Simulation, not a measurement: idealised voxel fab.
process module | voxel self aligned vias
cross-section cut | 270 nm wide | cells 5 nm
A cross-section is a grid of square cells, given in bands from the top down. A band is one or more rows of cells.
Each band's line starts with the height of the band's top and of its bottom, in nm. Then come its materials from left to right, each with its width in nm. One material with "throughout" fills the band from edge to edge. "air" is empty space.
Height 0 is the level under which the wafer as received is all one material. The lowest band goes on downwards, as in "0 down".
A width such as "30 to 40" changes by the same amount from each row of cells to the next, from the band's top row to its bottom row.
"no change" after a step means that no cell of the cross-section changed.
closed voids: empty space of 8 cells or more with no open way to the top, each as width x height at its distance from the left edge, in nm
after a step's settings: what the simulator itself notes on the step
overlay nm, on a step with a mask: how far to the right of its planned place the mask lay; to the left if negative
plan
1 op RECEIVE | material Si
2 op CONFORMAL_DEP | material SiO2 | thk nm 15
3 op CONFORMAL_DEP | material SiCN | thk nm 5
4 op DIRECTIONAL_DEP | material lowk | thk nm 25
5 op MASKED_ETCH | tone open | mask id LINES | width nm 30 | pitch nm 70 | etch materials lowk | depth nm 25 | overlay nm 0
6 op CONFORMAL_DEP | material TiN | thk nm 5
7 op FILL_DEP | material W | thk nm 10
8 op CMP | height nm 45
9 op SELECTIVE_ETCH | etch materials W Ru TiN | depth nm 5
10 op FILL_DEP | material SiN | thk nm 10
11 op CMP | height nm 45
12 op DIRECTIONAL_DEP | material lowk | thk nm 15
13 op DIRECTIONAL_DEP | material aC | thk nm 15
14 op PATTERN | tone open | mask id VIAS | material resist | width nm 50 | pitch nm 70 | thk nm 30 | overlay nm 0
15 op DIRECTIONAL_ETCH | etch materials aC | depth nm 15
16 op STRIP | etch materials resist
17 op DIRECTIONAL_ETCH | etch materials lowk | depth nm 15
18 op DIRECTIONAL_ETCH | etch materials SiN | depth nm 5
19 op STRIP | etch materials aC
20 op CONFORMAL_DEP | material TiN | thk nm 5
21 op FILL_DEP | material W | thk nm 5
22 op CMP | height nm 60
23 op CONFORMAL_DEP | material SiN | thk nm 5
as received, after step 1
  0 down: Si throughout
  closed voids: none
a wafer at the end: this start, this plan, one mistake
  65 to 60: SiN throughout
  60 to 50: lowk 40 | TiN 5 | W 40 | TiN 5 | lowk 20 | TiN 5 | W 40 | TiN 5 | lowk 20 | TiN 5 | W 40 | TiN 5 | lowk 40
  50 to 45: lowk 40 | TiN 50 | lowk 20 | TiN 50 | lowk 20 | TiN 50 | lowk 40
  45 to 40: SiCN throughout
  40 to 15: lowk throughout
  15 to 0: SiO2 throughout
  0 down: Si throughout
  closed voids: none
what went wrong: steps 3 and 4 were swapped
